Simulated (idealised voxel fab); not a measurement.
process module | voxel released beams
cross-section cut | 300 nm wide | cells 5 nm
A cross-section is a grid of square cells, given in bands from the top down. A band is one or more rows of cells.
Each band's line starts with the height of the band's top and of its bottom, in nm. Then come its materials from left to right, each with its width in nm. One material with "throughout" fills the band from edge to edge. "air" is empty space.
Height 0 is the level under which the wafer as received is all one material. The lowest band goes on downwards, as in "0 down".
A width such as "30 to 40" changes by the same amount from each row of cells to the next, from the band's top row to its bottom row.
"no change" after a step means that no cell of the cross-section changed.
closed voids: empty space of 8 cells or more with no open way to the top, each as width x height at its distance from the left edge, in nm
after a step's settings: what the simulator itself notes on the step
overlay nm, on a step with a mask: how far to the right of its planned place the mask lay; to the left if negative
plan
1 op RECEIVE | material Si
2 op CONFORMAL_DEP | material SiN | thk nm 5
3 op DIRECTIONAL_DEP | material SiO2 | thk nm 10
4 op DIRECTIONAL_DEP | material aC | thk nm 10
5 op PATTERN | tone open | mask id ANCHOR | material resist | width nm 40 | thk nm 25 | overlay nm 0
6 op DIRECTIONAL_ETCH | etch materials aC | depth nm 10
7 op STRIP | etch materials resist
8 op DIRECTIONAL_ETCH | etch materials SiO2 | depth nm 10
9 op STRIP | etch materials aC
10 op CONFORMAL_DEP | material W | thk nm 15
11 op DIRECTIONAL_DEP | material aC | thk nm 15
12 op PATTERN | tone cover | mask id BEAM | material resist | width nm 90 | thk nm 30 | overlay nm 0
13 op DIRECTIONAL_ETCH | etch materials aC | depth nm 15
14 op STRIP | etch materials resist
15 op DIRECTIONAL_ETCH | etch materials W | depth nm 15
16 op STRIP | etch materials aC
17 op STRIP | etch materials SiO2
as received, after step 1
  0 down: Si throughout
  closed voids: none
first wafer at the end, as planned
  30 to 20: air 100 | W 20 | air 10 | W 60 | air 110
  20 to 15: air 100 | W 90 | air 110
  15 to 5: air 105 | W 40 | air 155
  5 to 0: SiN throughout
  0 down: Si throughout
  closed voids: none
second wafer at the end: like start, like plan, one mistake
  15 to 5: SiO2 105 | air 40 | SiO2 155
  5 to 0: SiN throughout
  0 down: Si throughout
  closed voids: none
what went wrong: step 17 ran as: op STRIP | etch materials W
at the end the second wafer has, in cells: 104 more of SiO2 | 66 fewer of W
